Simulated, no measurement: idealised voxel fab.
The following process module bears the name voxel local oxidation.
cross-section cut | 215 nm wide | cells 5 nm
For the purposes of this document, a cross-section shall be understood as a grid of square cells, specified as bands listed in top-to-bottom order, each band consisting of one or more rows of cells.
Each band's line starts with the height of the band's top and of its bottom, in nm. Then come its materials from left to right, each with its width in nm. One material with "everywhere" fills the band from edge to edge. "empty" is empty space.
We count height from 0. Below that, the starting wafer is all one material. The lowest band never ends at the bottom but goes on down; see "top 0, no bottom" for how that is written.
Quick explanation for "30 to 40": the width changes in equal steps down the rows of cells, from the first number in the band's top row to the second number in its bottom row.
For the purposes of this document, the phrase "no alterations made" attached to a step denotes that no cell within the cross-section was modified by that step.
Closed-off voids of 8+ cells (no open route to the top) go in "Closed void roster", written width x height at distance from the left edge, in nm.
That trailing text on a step's line, after the settings, is the simulator's own remark on the step.
A step line may carry the setting "overlay nm", which, for steps involving a mask, states the distance by which the mask lay to the right of its intended position; negative values denote displacement to the left.

PROCESS STEPS (PLANNED)
1) RECEIVE,material Si
2) CONFORMAL_DEP,material SiO2,thk nm 5
3) CONFORMAL_DEP,material SiN,thk nm 10
4) MASKED_ETCH,tone cover,mask id ACTIVE,width nm 90,etch materials SiN,depth nm 10,overlay nm 0
5) SELECTIVE_ETCH,etch materials SiO2,depth nm 5
6) OXIDIZE,depth nm 10
7) STRIP,etch materials SiN

WHAT FOLLOWS COVERS THE FIRST OF TWO WAFERS; IT RAN AS PLANNED

INCOMING WAFER IN CROSS-SECTION (STATE: AFTER STEP 1)
	top 0, no bottom = Si everywhere
	Closed void roster: none

PRESENTED HERE IS A CROSS-SECTION OF THE WAFER AFTER STEP 2 HAS BEEN PERFORMED
	top 5, bottom 0 = SiO2 everywhere
	Lower than 0, everything is as it was.

PRESENTED HERE IS A CROSS-SECTION OF THE WAFER AFTER STEP 3 HAS BEEN PERFORMED
	top 15, bottom 5 = SiN everywhere
	Lower than 5, everything is as it was.

PRESENTED HERE IS A CROSS-SECTION OF THE WAFER AFTER STEP 4 HAS BEEN PERFORMED
	top 15, bottom 5 = 60 of empty / 90 of SiN / 65 of empty
	Lower than 5, everything is as it was.

PRESENTED HERE IS A CROSS-SECTION OF THE WAFER AFTER STEP 5 HAS BEEN PERFORMED
	top 15, bottom 5 = 60 of empty / 90 of SiN / 65 of empty
	top 5, bottom 0 = 65 of empty / 80 of SiO2 / 70 of empty
	Lower than 0, everything is as it was.

PRESENTED HERE IS A CROSS-SECTION OF THE WAFER AFTER STEP 6 HAS BEEN PERFORMED
	top 15, bottom 5 = 60 of empty / 90 of SiN / 65 of empty
	top 5, bottom 0 = 65 of empty / 80 of SiO2 / 70 of empty
	top 0, bottom -10 = 75 of SiO2 / 60 of Si / 80 of SiO2
	Lower than -10, everything is as it was.

PRESENTED HERE IS A CROSS-SECTION OF THE WAFER AFTER STEP 7 HAS BEEN PERFORMED
	top 5, bottom 0 = 65 of empty / 80 of SiO2 / 70 of empty
	Lower than 0, everything is as it was.

SECOND WAFER - SHARED START AND PLAN WITH THE FIRST - ONE ERROR IN RUNNING - SAME AS THE FIRST UP TO STEP 5 INCLUSIVE

CROSS-SECTION OF THE SECOND WAFER AT THE TIME STEP 6 OF THE PLAN SHOULD HAVE ENDED
	top 5, bottom 0 = 65 of empty / 80 of SiO2 / 70 of empty
	Lower than 0, everything is as it was.

CROSS-SECTION OF THE SECOND WAFER AT THE TIME STEP 7 OF THE PLAN SHOULD HAVE ENDED
	top 5, bottom 0 = 65 of empty / 80 of SiO2 / 70 of empty
	top 0, bottom -10 = 75 of SiO2 / 60 of Si / 80 of SiO2
	Lower than -10, everything is as it was.
Which mistake was made when the wafer was run? sequence error: steps 6 and 7 interchanged
At process end the two wafers are indistinguishable in cross-section, so the error does not change what this model computes.
